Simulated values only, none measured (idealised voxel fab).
Herein follows the process module entitled voxel capacitor over wiring.
Cross-section cut spans 155 nm and uses square cells 5 nm in size.
Notation: cross-section as square-cell grid; stated in bands, top first, going down; one or more cell rows per band.
The entry gives the band's vertical extent as a top height and a bottom height in nm, then its horizontal make-up as materials from left to right, each with a width in nm. "blank" stands for empty space; a single material marked "all across" fills the band edge to edge.
Measure heights from 0. That's the level where, below it, the as-received wafer is all one material. The lowest band is bottomless and extends downward; write it as in "0 -> down".
When a width is written as two numbers, as in "30 to 40", the first number is the width in the top row of cells of the band and the second is the width in its bottom row, and the width changes by the same amount from each row to the next.
No cell of the cross-section changed in a step that is given as "nothing changed".
Voids not open to the top, 8 cells minimum: see "Sealed void listing". Written width x height at distance; distance is from the left edge; nm.
Heads up: the bit after the settings on a step's line is the simulator's remark on that step.
A step line may carry the setting "overlay nm", which, for steps involving a mask, states the distance by which the mask lay to the right of its intended position; negative values denote displacement to the left.

SO HERE'S THE LINEUP OF PROCESS STEPS WE PLANNED
1: RECEIVE (material Si)
2: CONFORMAL_DEP (material SiO2; thk nm 15)
3: CONFORMAL_DEP (material SiCN; thk nm 5)
4: DIRECTIONAL_DEP (material SiO2; thk nm 20)
5: DIRECTIONAL_DEP (material aC; thk nm 10)
6: PATTERN (tone open; mask id METAL_1; material resist; width nm 30; pitch nm 85; thk nm 30; overlay nm 0)
7: DIRECTIONAL_ETCH (etch materials aC; depth nm 10)
8: STRIP (etch materials resist)
9: DIRECTIONAL_ETCH (etch materials SiO2; depth nm 20)
10: DIRECTIONAL_ETCH (etch materials SiCN; depth nm 5)
11: STRIP (etch materials aC)
12: CONFORMAL_DEP (material TiN; thk nm 5)
13: FILL_DEP (material Cu; thk nm 10)
14: CMP (height nm 40)
15: EPI (material Ru; thk nm 5)
16: FILL_DEP (material SiCN; thk nm 5)
17: DIRECTIONAL_DEP (material lowk; thk nm 20)
18: DIRECTIONAL_DEP (material aC; thk nm 10)
19: PATTERN (tone open; mask id PLUG_1; material resist; width nm 15; thk nm 30; overlay nm 0)
20: DIRECTIONAL_ETCH (etch materials aC; depth nm 10)
21: STRIP (etch materials resist)
22: DIRECTIONAL_ETCH (etch materials lowk; depth nm 20)
23: DIRECTIONAL_ETCH (etch materials SiCN; depth nm 5)
24: STRIP (etch materials aC)
25: EPI (material Ru; thk nm 10)
26: EPI (material Ru; thk nm 10)
27: EPI (material Ru; thk nm 5)
28: DIRECTIONAL_DEP (material TiN; thk nm 5)
29: DIRECTIONAL_DEP (material HfO2; thk nm 5)
30: DIRECTIONAL_DEP (material TiN; thk nm 5)
31: PATTERN (tone cover; mask id UPPER_PLATE; material resist; width nm 60; thk nm 15; overlay nm 0)
32: DIRECTIONAL_ETCH (etch materials TiN; depth nm 5)
33: DIRECTIONAL_ETCH (etch materials HfO2; depth nm 5)
34: STRIP (etch materials resist)
35: DIRECTIONAL_DEP (material aC; thk nm 15)
36: PATTERN (tone cover; mask id LOWER_PLATE; material resist; width nm 70; thk nm 35; overlay nm 0)
37: DIRECTIONAL_ETCH (etch materials aC; depth nm 15)
38: STRIP (etch materials resist)
39: DIRECTIONAL_ETCH (etch materials TiN; depth nm 5)
40: STRIP (etch materials aC)
41: FILL_DEP (material SiO2; thk nm 15)
42: CMP (height nm 95)
43: MASKED_ETCH (tone open; mask id PLUG_2; width nm 15; etch materials SiO2; depth nm 10; overlay nm 0)
44: CONFORMAL_DEP (material TiN; thk nm 5)
45: FILL_DEP (material W; thk nm 10)
46: CMP (height nm 95)
47: CONFORMAL_DEP (material SiCN; thk nm 5)

THE CROSS-SECTION HERE SHOWS THE WAFER AS RECEIVED, I.E. IN ITS STATE AFTER STEP 1
    0 -> down = Si all across
    Sealed void listing: none

CROSS-SECTION: FIRST OF TWO WAFERS, MODULE FINISHED, RUN ACCORDING TO PLAN
    100 -> 95 = SiCN all across
    95 -> 90 = SiO2 45 nm / TiN 5 nm / W 5 nm / TiN 5 nm / SiO2 95 nm
    90 -> 80 = SiO2 45 to 35 nm / TiN 15 to 60 nm / SiO2 95 to 60 nm
    80 -> 75 = SiO2 35 nm / HfO2 60 nm / SiO2 60 nm
    75 -> 70 = SiO2 30 nm / TiN 70 nm / SiO2 55 nm
    70 -> 50 = lowk 35 nm / Ru 15 nm / lowk 105 nm
    50 -> 45 = SiCN 35 nm / Ru 15 nm / SiCN 105 nm
    45 -> 40 = SiCN 15 nm / Ru 40 nm / SiCN 45 nm / Ru 40 nm / SiCN 15 nm
    40 -> 20 = SiO2 20 nm / TiN 5 nm / Cu 20 nm / TiN 5 nm / SiO2 55 nm / TiN 5 nm / Cu 20 nm / TiN 5 nm / SiO2 20 nm
    20 -> 15 = SiCN 20 nm / TiN 30 nm / SiCN 55 nm / TiN 30 nm / SiCN 20 nm
    15 -> 0 = SiO2 all across
    0 -> down = Si all across
    Sealed void listing: none

CROSS-SECTIONAL IMAGE OF THE SECOND WAFER OF THE TWO FOLLOWING COMPLETION OF THE MODULE. STARTING STATE AND PROCESS PLAN WERE THE SAME AS FOR THE FIRST WAFER; ONE EXECUTION ERROR OCCURRED
    100 -> 95 = SiCN all across
    95 -> 90 = SiO2 30 nm / TiN 5 nm / SiO2 10 nm / TiN 55 nm / SiO2 55 nm
    90 -> 85 = lowk 35 nm / SiO2 10 nm / TiN 5 nm / lowk 105 nm
    85 -> 80 = lowk 35 nm / TiN 15 nm / lowk 105 nm
    80 -> 75 = lowk 35 nm / HfO2 15 nm / lowk 105 nm
    75 -> 70 = lowk 35 nm / TiN 15 nm / lowk 105 nm
    70 -> 50 = lowk all across
    50 -> 45 = SiCN all across
    45 -> 40 = SiCN 15 nm / Ru 40 nm / SiCN 45 nm / Ru 40 nm / SiCN 15 nm
    40 -> 20 = SiO2 20 nm / TiN 5 nm / Cu 20 nm / TiN 5 nm / SiO2 55 nm / TiN 5 nm / Cu 20 nm / TiN 5 nm / SiO2 20 nm
    20 -> 15 = SiCN 20 nm / TiN 30 nm / SiCN 55 nm / TiN 30 nm / SiCN 20 nm
    15 -> 0 = SiO2 all across
    0 -> down = Si all across
    Sealed void listing: none
Run error: plan step 17 was conducted twice
Wafer comparison, final, in cells, second relative to first, materials more or fewer: -9 HfO2, -15 Ru, +3 SiCN, -90 SiO2, -12 TiN, -1 W, +124 lowk
